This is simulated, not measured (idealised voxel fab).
This is a process module. Its name is voxel wiring stack.
We display cut, a cross-section 140 nm in width whose square cells are each 5 nm.
Cross-section = grid of square cells, listed top down in bands; band = one or more rows.
This entry defines a band. It first specifies the height of the band's top and the height of its bottom in nm, and then specifies the band's materials from left to right, stating each material with its width in nm. The word "edge to edge" identifies a single material that fills the band from edge to edge, while the word "air" identifies empty space.
Basically, 0 is our baseline, since under it the wafer straight out of the box is all one material. The bottom band has no lower end and keeps on going down, so it looks like "0 down".
Width: "30..40" (first number = top row, second number = bottom row, same change from row to row of cells).
Where a step carries "nothing got changed", the cross-section came out of it unchanged, cell for cell.
"Entrapped void list" specifies each empty space that is not open to the top and that occupies no fewer than 8 cells, using the form width x height at distance, the distance measured from the left edge and all three quantities in nm.
Post-settings text on a step line: simulator's own remark regarding the step.
Each step line may optionally specify "overlay nm", which for a step with a mask gives the rightward distance between the mask's planned place and where it lay, a negative value indicating the leftward direction.
Pairs ahead. Before: cross-section ahead of one process step. After: cross-section once the step is done, shown to the lowest changed band only. Under each pair: that step, with settings. Caution: pairs may come from different runs of this module on the same starting wafer; a pair follows the pair above only where its "State before step" entry says so.

### State before step
	70 to 65 | Cu edge to edge
	65 to 60 | SiCN 35 nm | Cu 5 nm | SiCN 50 nm | Cu 5 nm | SiCN 45 nm
	60 to 40 | lowk 30 nm | SiCN 5 nm | Cu 5 nm | SiCN 5 nm | lowk 40 nm | SiCN 5 nm | Cu 5 nm | SiCN 5 nm | lowk 40 nm
	40 to 35 | SiCN edge to edge
	35 to 15 | lowk 25 nm | SiCN 5 nm | W 25 nm | SiCN 5 nm | lowk 20 nm | SiCN 5 nm | W 25 nm | SiCN 5 nm | lowk 25 nm
	15 to 10 | SiCN 30 nm | TiN 25 nm | SiCN 30 nm | TiN 25 nm | SiCN 30 nm
	10 to 0 | SiO2 edge to edge
	0 down | Si edge to edge
	Entrapped void list: none

### Post-Step Section View
	60 to 40 | lowk 30 nm | SiCN 5 nm | Cu 5 nm | SiCN 5 nm | lowk 40 nm | SiCN 5 nm | Cu 5 nm | SiCN 5 nm | lowk 40 nm
	For the remainder of the cross-section, below 40, there is no change.
	Entrapped void list: none
Processing between the before and after sections above: op CMP | height nm 60

State before step: look at the pair above, its after cross-section is where this step starts.

### Post-Step Section View
	65 to 60 | TiN edge to edge
	For the remainder of the cross-section, below 60, there is no change.
	Entrapped void list: none
Processing between the before and after sections above: op DIRECTIONAL_DEP | material TiN | thk nm 5

State before step: look at the pair above, its after cross-section is where this step starts.

### Post-Step Section View
	85 to 65 | Ru edge to edge
	For the remainder of the cross-section, below 65, there is no change.
	Entrapped void list: none
Processing between the before and after sections above: op DIRECTIONAL_DEP | material Ru | thk nm 20

State before step: look at the pair above, its after cross-section is where this step starts.

### Post-Step Section View
	105 to 85 | air 30 nm | resist 25 nm | air 30 nm | resist 25 nm | air 30 nm
	For the remainder of the cross-section, below 85, there is no change.
	Entrapped void list: none
Processing between the before and after sections above: op PATTERN | tone cover | mask id METAL_2 | material resist | width nm 25 | pitch nm 55 | thk nm 20 | overlay nm 0

State before step: look at the pair above, its after cross-section is where this step starts.

### Post-Step Section View
	105 to 85 | air 30 nm | resist 25 nm | air 30 nm | resist 25 nm | air 30 nm
	85 to 65 | air 30 nm | Ru 25 nm | air 30 nm | Ru 25 nm | air 30 nm
	For the remainder of the cross-section, below 65, there is no change.
	Entrapped void list: none
Processing between the before and after sections above: op DIRECTIONAL_ETCH | etch materials Ru | depth nm 20

State before step: look at the pair above, its after cross-section is where this step starts.

### Post-Step Section View
	105 to 85 | air 30 nm | resist 25 nm | air 30 nm | resist 25 nm | air 30 nm
	85 to 65 | air 30 nm | Ru 25 nm | air 30 nm | Ru 25 nm | air 30 nm
	65 to 60 | air 30 nm | TiN 25 nm | air 30 nm | TiN 25 nm | air 30 nm
	For the remainder of the cross-section, below 60, there is no change.
	Entrapped void list: none
Processing between the before and after sections above: op DIRECTIONAL_ETCH | etch materials TiN | depth nm 5

State before step: look at the pair above, its after cross-section is where this step starts.

### Post-Step Section View
	85 to 65 | air 30 nm | Ru 25 nm | air 30 nm | Ru 25 nm | air 30 nm
	For the remainder of the cross-section, below 65, there is no change.
	Entrapped void list: none
Processing between the before and after sections above: op STRIP | etch materials resist

State before step: look at the pair above, its after cross-section is where this step starts.

### Post-Step Section View
	90 to 85 | air 25 nm | SiCN 35 nm | air 20 nm | SiCN 35 nm | air 25 nm
	85 to 65 | air 25 nm | SiCN 5 nm | Ru 25 nm | SiCN 5 nm | air 20 nm | SiCN 5 nm | Ru 25 nm | SiCN 5 nm | air 25 nm
	65 to 60 | SiCN 30 nm | TiN 25 nm | SiCN 30 nm | TiN 25 nm | SiCN 30 nm
	For the remainder of the cross-section, below 60, there is no change.
	Entrapped void list: none
Processing between the before and after sections above: op CONFORMAL_DEP | material SiCN | thk nm 5

State before step: look at the pair above, its after cross-section is where this step starts.

### Post-Step Section View
	100 to 90 | SiO2 edge to edge
	90 to 85 | SiO2 25 nm | SiCN 35 nm | SiO2 20 nm | SiCN 35 nm | SiO2 25 nm
	85 to 65 | SiO2 25 nm | SiCN 5 nm | Ru 25 nm | SiCN 5 nm | SiO2 20 nm | SiCN 5 nm | Ru 25 nm | SiCN 5 nm | SiO2 25 nm
	For the remainder of the cross-section, below 65, there is no change.
	Entrapped void list: none
Processing between the before and after sections above: op FILL_DEP | material SiO2 | thk nm 10

State before step: look at the pair above, its after cross-section is where this step starts.

### Post-Step Section View
	85 to 65 | SiO2 25 nm | SiCN 5 nm | Ru 25 nm | SiCN 5 nm | SiO2 20 nm | SiCN 5 nm | Ru 25 nm | SiCN 5 nm | SiO2 25 nm
	For the remainder of the cross-section, below 65, there is no change.
	Entrapped void list: none
Processing between the before and after sections above: op CMP | height nm 85

State before step: look at the pair above, its after cross-section is where this step starts.

### Post-Step Section View
	90 to 85 | SiCN edge to edge
	For the remainder of the cross-section, below 85, there is no change.
	Entrapped void list: none
Processing between the before and after sections above: op CONFORMAL_DEP | material SiCN | thk nm 5

State before step: look at the pair above, its after cross-section is where this step starts.

### Post-Step Section View
	125 to 90 | lowk edge to edge
	For the remainder of the cross-section, below 90, there is no change.
	Entrapped void list: none
Processing between the before and after sections above: op DIRECTIONAL_DEP | material lowk | thk nm 35

State before step: look at the pair above, its after cross-section is where this step starts.

### Post-Step Section View
	135 to 125 | aC edge to edge
	For the remainder of the cross-section, below 125, there is no change.
	Entrapped void list: none
Processing between the before and after sections above: op DIRECTIONAL_DEP | material aC | thk nm 10

State before step: look at the pair above, its after cross-section is where this step starts.

### Post-Step Section View
	160 to 135 | resist 30 nm | air 15 nm | resist 95 nm
	For the remainder of the cross-section, below 135, there is no change.
	Entrapped void list: none
Processing between the before and after sections above: op PATTERN | tone open | mask id METAL_3_HOLES | material resist | width nm 15 | thk nm 25 | overlay nm 0

State before step: look at the pair above, its after cross-section is where this step starts.

### Post-Step Section View
	150 to 135 | resist 30 nm | air 15 nm | resist 95 nm
	135 to 125 | aC 30 nm | air 15 nm | aC 95 nm
	For the remainder of the cross-section, below 125, there is no change.
	Entrapped void list: none
Processing between the before and after sections above: op DIRECTIONAL_ETCH | etch materials aC | depth nm 10

State before step: look at the pair above, its after cross-section is where this step starts.

### Post-Step Section View
	135 to 125 | aC 30 nm | air 15 nm | aC 95 nm
	For the remainder of the cross-section, below 125, there is no change.
	Entrapped void list: none
Processing between the before and after sections above: op STRIP | etch materials resist

State before step: look at the pair above, its after cross-section is where this step starts.

### Post-Step Section View
	135 to 125 | aC 30 nm | air 15 nm | aC 95 nm
	125 to 90 | lowk 30 nm | air 15 nm | lowk 95 nm
	For the remainder of the cross-section, below 90, there is no change.
	Entrapped void list: none
Processing between the before and after sections above: op DIRECTIONAL_ETCH | etch materials lowk | depth nm 35

State before step: look at the pair above, its after cross-section is where this step starts.

### Post-Step Section View
	125 to 90 | lowk 30 nm | air 15 nm | lowk 95 nm
	For the remainder of the cross-section, below 90, there is no change.
	Entrapped void list: none
Processing between the before and after sections above: op STRIP | etch materials aC

State before step: look at the pair above, its after cross-section is where this step starts.

### Post-Step Section View
	140 to 125 | resist 30 nm | air 25 nm | resist 30 nm | air 25 nm | resist 30 nm
	For the remainder of the cross-section, below 125, there is no change.
	Entrapped void list: none
Processing between the before and after sections above: op PATTERN | tone open | mask id METAL_3 | material resist | width nm 25 | pitch nm 55 | thk nm 15 | overlay nm 0

State before step: look at the pair above, its after cross-section is where this step starts.

### Post-Step Section View
	140 to 125 | resist 30 nm | air 25 nm | resist 30 nm | air 25 nm | resist 30 nm
	125 to 105 | lowk 30 nm | air 25 nm | lowk 30 nm | air 25 nm | lowk 30 nm
	For the remainder of the cross-section, below 105, there is no change.
	Entrapped void list: none
Processing between the before and after sections above: op DIRECTIONAL_ETCH | etch materials lowk | depth nm 20

State before step: look at the pair above, its after cross-section is where this step starts.

### Post-Step Section View
	140 to 125 | resist 30 nm | air 25 nm | resist 30 nm | air 25 nm | resist 30 nm
	125 to 105 | lowk 30 nm | air 25 nm | lowk 30 nm | air 25 nm | lowk 30 nm
	105 to 90 | lowk 30 nm | air 15 nm | lowk 95 nm
	90 to 85 | SiCN 30 nm | air 15 nm | SiCN 95 nm
	For the remainder of the cross-section, below 85, there is no change.
	Entrapped void list: none
Processing between the before and after sections above: op DIRECTIONAL_ETCH | etch materials SiCN | depth nm 5

State before step: look at the pair above, its after cross-section is where this step starts.

### Post-Step Section View
	125 to 105 | lowk 30 nm | air 25 nm | lowk 30 nm | air 25 nm | lowk 30 nm
	For the remainder of the cross-section, below 105, there is no change.
	Entrapped void list: none
Processing between the before and after sections above: op STRIP | etch materials resist

State before step: look at the pair above, its after cross-section is where this step starts.

### Post-Step Section View
	130 to 125 | TiN 35 nm | air 15 nm | TiN 40 nm | air 15 nm | TiN 35 nm
	125 to 110 | lowk 30 nm | TiN 5 nm | air 15 nm | TiN 5 nm | lowk 30 nm | TiN 5 nm | air 15 nm | TiN 5 nm | lowk 30 nm
	110 to 105 | lowk 30 nm | TiN 5 nm | air 5 nm | TiN 15 nm | lowk 30 nm | TiN 25 nm | lowk 30 nm
	105 to 90 | lowk 30 nm | TiN 5 nm | air 5 nm | TiN 5 nm | lowk 95 nm
	90 to 85 | SiCN 30 nm | TiN 15 nm | SiCN 95 nm
	For the remainder of the cross-section, below 85, there is no change.
	Entrapped void list: none
Processing between the before and after sections above: op CONFORMAL_DEP | material TiN | thk nm 5

State before step: look at the pair above, its after cross-section is where this step starts.

### Post-Step Section View
	140 to 130 | Cu edge to edge
	130 to 125 | TiN 35 nm | Cu 15 nm | TiN 40 nm | Cu 15 nm | TiN 35 nm
	125 to 110 | lowk 30 nm | TiN 5 nm | Cu 15 nm | TiN 5 nm | lowk 30 nm | TiN 5 nm | Cu 15 nm | TiN 5 nm | lowk 30 nm
	110 to 105 | lowk 30 nm | TiN 5 nm | Cu 5 nm | TiN 15 nm | lowk 30 nm | TiN 25 nm | lowk 30 nm
	105 to 90 | lowk 30 nm | TiN 5 nm | Cu 5 nm | TiN 5 nm | lowk 95 nm
	For the remainder of the cross-section, below 90, there is no change.
	Entrapped void list: none
Processing between the before and after sections above: op FILL_DEP | material Cu | thk nm 10

State before step: look at the pair above, its after cross-section is where this step starts.

### Post-Step Section View
	125 to 110 | lowk 30 nm | TiN 5 nm | Cu 15 nm | TiN 5 nm | lowk 30 nm | TiN 5 nm | Cu 15 nm | TiN 5 nm | lowk 30 nm
	For the remainder of the cross-section, below 110, there is no change.
	Entrapped void list: none
Processing between the before and after sections above: op CMP | height nm 125

State before step: look at the pair above, its after cross-section is where this step starts.

### Post-Step Section View
	130 to 125 | SiCN edge to edge
	For the remainder of the cross-section, below 125, there is no change.
	Entrapped void list: none
Processing between the before and after sections above: op CONFORMAL_DEP | material SiCN | thk nm 5

### State before step
	125 to 90 | lowk 30 nm | air 15 nm | lowk 95 nm
	90 to 85 | SiCN edge to edge
	85 to 65 | SiO2 25 nm | SiCN 5 nm | Ru 25 nm | SiCN 5 nm | SiO2 20 nm | SiCN 5 nm | Ru 25 nm | SiCN 5 nm | SiO2 25 nm
	65 to 60 | SiCN 30 nm | TiN 25 nm | SiCN 30 nm | TiN 25 nm | SiCN 30 nm
	60 to 40 | lowk 30 nm | TiN 5 nm | Cu 5 nm | TiN 5 nm | lowk 40 nm | TiN 5 nm | Cu 5 nm | TiN 5 nm | lowk 40 nm
	40 to 35 | SiCN 30 nm | TiN 15 nm | SiCN 40 nm | TiN 15 nm | SiCN 40 nm
	35 to 15 | lowk 25 nm | SiCN 5 nm | W 25 nm | SiCN 5 nm | lowk 20 nm | SiCN 5 nm | W 25 nm | SiCN 5 nm | lowk 25 nm
	15 to 10 | SiCN 30 nm | TiN 25 nm | SiCN 30 nm | TiN 25 nm | SiCN 30 nm
	10 to 0 | SiO2 edge to edge
	0 down | Si edge to edge
	Entrapped void list: none

### Post-Step Section View
	140 to 125 | air 30 nm | resist 25 nm | air 30 nm | resist 25 nm | air 30 nm
	125 to 90 | lowk 30 nm | resist 15 nm | lowk 95 nm
	For the remainder of the cross-section, below 90, there is no change.
	Entrapped void list: none
Processing between the before and after sections above: op PATTERN | tone cover | mask id METAL_3 | material resist | width nm 25 | pitch nm 55 | thk nm 15 | overlay nm 0

State before step: look at the pair above, its after cross-section is where this step starts.

### Post-Step Section View
	140 to 125 | air 30 nm | resist 25 nm | air 30 nm | resist 25 nm | air 30 nm
	125 to 105 | air 30 nm | resist 15 nm | lowk 10 nm | air 30 nm | lowk 25 nm | air 30 nm
	For the remainder of the cross-section, below 105, there is no change.
	Entrapped void list: none
Processing between the before and after sections above: op DIRECTIONAL_ETCH | etch materials lowk | depth nm 20

State before step: look at the pair above, its after cross-section is where this step starts.

### Post-Step Section View
	125 to 105 | air 45 nm | lowk 10 nm | air 30 nm | lowk 25 nm | air 30 nm
	105 to 90 | lowk 30 nm | air 15 nm | lowk 95 nm
	For the remainder of the cross-section, below 90, there is no change.
	Entrapped void list: none
Processing between the before and after sections above: op STRIP | etch materials resist

State before step: look at the pair above, its after cross-section is where this step starts.

### Post-Step Section View
	130 to 125 | air 40 nm | TiN 20 nm | air 20 nm | TiN 35 nm | air 25 nm
	125 to 110 | air 40 nm | TiN 5 nm | lowk 10 nm | TiN 5 nm | air 20 nm | TiN 5 nm | lowk 25 nm | TiN 5 nm | air 25 nm
	110 to 105 | TiN 35 nm | air 5 nm | TiN 5 nm | lowk 10 nm | TiN 30 nm | lowk 25 nm | TiN 30 nm
	105 to 95 | lowk 30 nm | TiN 5 nm | air 5 nm | TiN 5 nm | lowk 95 nm
	95 to 90 | lowk 30 nm | TiN 15 nm | lowk 95 nm
	For the remainder of the cross-section, below 90, there is no change.
	Entrapped void list: none
Processing between the before and after sections above: op CONFORMAL_DEP | material TiN | thk nm 5

State before step: look at the pair above, its after cross-section is where this step starts.

### Post-Step Section View
	140 to 130 | Cu edge to edge
	130 to 125 | Cu 40 nm | TiN 20 nm | Cu 20 nm | TiN 35 nm | Cu 25 nm
	125 to 110 | Cu 40 nm | TiN 5 nm | lowk 10 nm | TiN 5 nm | Cu 20 nm | TiN 5 nm | lowk 25 nm | TiN 5 nm | Cu 25 nm
	110 to 105 | TiN 35 nm | Cu 5 nm | TiN 5 nm | lowk 10 nm | TiN 30 nm | lowk 25 nm | TiN 30 nm
	105 to 95 | lowk 30 nm | TiN 5 nm | Cu 5 nm | TiN 5 nm | lowk 95 nm
	For the remainder of the cross-section, below 95, there is no change.
	Entrapped void list: none
Processing between the before and after sections above: op FILL_DEP | material Cu | thk nm 10

State before step: look at the pair above, its after cross-section is where this step starts.

### Post-Step Section View
	125 to 110 | Cu 40 nm | TiN 5 nm | lowk 10 nm | TiN 5 nm | Cu 20 nm | TiN 5 nm | lowk 25 nm | TiN 5 nm | Cu 25 nm
	For the remainder of the cross-section, below 110, there is no change.
	Entrapped void list: none
Processing between the before and after sections above: op CMP | height nm 125

State before step: look at the pair above, its after cross-section is where this step starts.

### Post-Step Section View
	130 to 125 | SiCN edge to edge
	For the remainder of the cross-section, below 125, there is no change.
	Entrapped void list: none
Processing between the before and after sections above: op CONFORMAL_DEP | material SiCN | thk nm 5
